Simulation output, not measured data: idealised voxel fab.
The document below concerns the process module designated voxel spacer lines.
cross-section cut | 240 nm wide | cells 5 nm
Cross-section = grid of square cells, listed top down in bands; band = one or more rows. Per band: top height and bottom height in nm, followed by the left-to-right materials and their widths in nm; "edge to edge" marks a single material spanning edge to edge, "air" marks empty space. Height datum 0, below which the as-received substrate wafer is one material. Lowest band open at the bottom, running downward: "0 nm and below". Width "30 to 40": first value at the band's top row of cells, second value at its bottom row, equal change from row to row. Where a step carries "remained unchanged", the cross-section came out of it unchanged, cell for cell. "Sealed void inventory" lists enclosed empty spaces (at least 8 cells, no open path upward to the top), each as width x height at distance from the left edge, in nm. Whatever follows a step's settings on its line is a remark the simulator itself makes about that step. Among the settings permitted on a step's line is "overlay nm"; applied to a step with a mask, it specifies the extent to which the mask lay to the right of its planned position, whereas a negative figure signifies a position to the left.
Plan
1) RECEIVE,material Si
2) CONFORMAL_DEP,material Al2O3,thk nm 5
3) DIRECTIONAL_DEP,material polySi,thk nm 20
4) DIRECTIONAL_DEP,material aC,thk nm 25
5) PATTERN,tone cover,mask id MANDREL,material resist,width nm 15,pitch nm 50,thk nm 30,overlay nm 0
6) DIRECTIONAL_ETCH,etch materials aC,depth nm 25
7) STRIP,etch materials resist
8) CONFORMAL_DEP,material SiO2,thk nm 10
9) DIRECTIONAL_ETCH,etch materials SiO2,depth nm 10
10) STRIP,etch materials aC
11) DIRECTIONAL_ETCH,etch materials polySi,depth nm 20
12) STRIP,etch materials SiO2
13) FILL_DEP,material SiO2,thk nm 10
14) CMP,height nm 25
So this is the incoming wafer in cross-section - it's already been through step 1
    0 nm and below: Si edge to edge
    Sealed void inventory: none
Module complete, cross-section. Starting point and plan per above. One mistake made in running the module
    25 nm to 5 nm: aC edge to edge
    5 nm to 0 nm: Al2O3 edge to edge
    0 nm and below: Si edge to edge
    Sealed void inventory: none
Where did the run depart from the plan? the intended sequence of steps 3 and 4 was reversed during processing, with each occupying the position of the other
